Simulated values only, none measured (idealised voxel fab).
The name of this process module is voxel gate over fins.
Cross-section cut spans 255 nm and uses square cells 5 nm in size.
Bands, listed from the top down, are how a cross-section gets written in this document; the cross-section itself is a grid of square cells, and a band is one or more rows of them.
This entry defines a band. It first specifies the height of the band's top and the height of its bottom in nm, and then specifies the band's materials from left to right, stating each material with its width in nm. The word "all across" identifies a single material that fills the band from edge to edge, while the word "blank" identifies empty space.
Ref level 0: as-received wafer is one material below here. Bottom band extends down with no lower bound ("0..down").
Top row gets the first number, bottom row gets the second, and each row in between changes by the same step: that is how a band width like "30->40" works.
For the purposes of this document, the phrase "remained unchanged" attached to a step denotes that no cell within the cross-section was modified by that step.
Reported under the label "Closed void catalog" are the empty spaces having no open way to the top and comprising 8 cells or more; the notation for each is width x height at distance, in which the distance is measured from the left edge and all three values are in nm.
On each step's line, the part that comes after the settings is the simulator's own comment on the step.
You can add "overlay nm" to a step's line. For a step with a mask, it describes how far the mask lay to the right of its planned position, and a negative number describes a lay to the left.
List of planned process steps:
1,RECEIVE,material Si
2,CONFORMAL_DEP,material SiN,thk nm 5
3,MASKED_ETCH,tone cover,mask id FINS,width nm 15,pitch nm 45,etch materials SiN,depth nm 5,overlay nm -15
4,MASKED_ETCH,tone cover,mask id FINS,width nm 15,pitch nm 45,etch materials Si,depth nm 30,overlay nm 0
5,OXIDIZE,depth nm 5
6,FILL_DEP,material SiO2,thk nm 5
7,CMP,height nm 5
8,SELECTIVE_ETCH,etch materials SiO2,depth nm 15
9,STRIP,etch materials SiN
10,CONFORMAL_DEP,material HfO2,thk nm 5
11,CONFORMAL_DEP,material TiN,thk nm 5
12,FILL_DEP,material W,thk nm 15
13,CMP,height nm 20
14,CONFORMAL_DEP,material SiN,thk nm 5
Wafers differ in overlay nm at step 3; plan lists the first wafer's value; identical starting state.
Step 1 complete: as-received cross-section of the first of several wafers:
> 0..down  Si all across
> Closed void catalog: none
The figure below presents a cross-section of the first of several wafers at the conclusion of the module, following its last step, step 14:
> 25..20  SiN all across
> 20..10  W all across
> 10..5  W: 30 | TiN: 25 | W: 20 | TiN: 25 | W: 20 | TiN: 25 | W: 20 | TiN: 25 | W: 65
> 5..0  W: 30 | TiN: 5 | HfO2: 15 | TiN: 20 | W: 5 | TiN: 5 | HfO2: 15 | TiN: 20 | W: 5 | TiN: 5 | HfO2: 15 | TiN: 20 | W: 5 | TiN: 5 | HfO2: 15 | TiN: 20 | W: 50
> 0..-5  TiN: 35 | HfO2: 5 | Si: 5 | HfO2: 20 | TiN: 15 | HfO2: 5 | Si: 5 | HfO2: 20 | TiN: 15 | HfO2: 5 | Si: 5 | HfO2: 20 | TiN: 15 | HfO2: 5 | Si: 5 | HfO2: 20 | TiN: 55
> -5..-10  HfO2: 40 | Si: 20 | HfO2: 25 | Si: 20 | HfO2: 25 | Si: 20 | HfO2: 25 | Si: 20 | HfO2: 60
> -10..-35  SiO2: 40 | Si: 20 | SiO2: 25 | Si: 20 | SiO2: 25 | Si: 20 | SiO2: 25 | Si: 20 | SiO2: 60
> -35..down  Si all across
> Closed void catalog: none
Cross-section of the last wafer at end of module:
> 25..20  SiN all across
> 20..10  W all across
> 10..5  W: 60 | TiN: 25 | W: 20 | TiN: 25 | W: 20 | TiN: 25 | W: 20 | TiN: 25 | W: 35
> 5..0  W: 45 | TiN: 20 | HfO2: 15 | TiN: 5 | W: 5 | TiN: 20 | HfO2: 15 | TiN: 5 | W: 5 | TiN: 20 | HfO2: 15 | TiN: 5 | W: 5 | TiN: 20 | HfO2: 15 | TiN: 5 | W: 35
> 0..-5  TiN: 50 | HfO2: 20 | Si: 5 | HfO2: 5 | TiN: 15 | HfO2: 20 | Si: 5 | HfO2: 5 | TiN: 15 | HfO2: 20 | Si: 5 | HfO2: 5 | TiN: 15 | HfO2: 20 | Si: 5 | HfO2: 5 | TiN: 40
> -5..-10  HfO2: 55 | Si: 20 | HfO2: 25 | Si: 20 | HfO2: 25 | Si: 20 | HfO2: 25 | Si: 20 | HfO2: 45
> -10..-35  SiO2: 55 | Si: 20 | SiO2: 25 | Si: 20 | SiO2: 25 | Si: 20 | SiO2: 25 | Si: 20 | SiO2: 45
> -35..down  Si all across
> Closed void catalog: none
Here is how to read the rows: every wafer has a row, and it shows the wafer at the end of the module, giving for each material how many cells were gained (+) or lost (-) since the wafer was received, then listing its closed voids:
overlay nm -15, +67 HfO2, -257 Si, +51 SiN, +175 SiO2, +67 TiN, +152 W, Closed void catalog: none
overlay nm -10, +67 HfO2, -281 Si, +51 SiN, +195 SiO2, +67 TiN, +156 W, Closed void catalog: none
overlay nm -5, +67 HfO2, -305 Si, +51 SiN, +215 SiO2, +67 TiN, +160 W, Closed void catalog: none
overlay nm 0, +67 HfO2, -329 Si, +51 SiN, +235 SiO2, +67 TiN, +164 W, Closed void catalog: none
overlay nm 5, +67 HfO2, -305 Si, +51 SiN, +215 SiO2, +67 TiN, +160 W, Closed void catalog: none
overlay nm 10, +67 HfO2, -281 Si, +51 SiN, +195 SiO2, +67 TiN, +156 W, Closed void catalog: none
overlay nm 15, +67 HfO2, -257 Si, +51 SiN, +175 SiO2, +67 TiN, +152 W, Closed void catalog: none
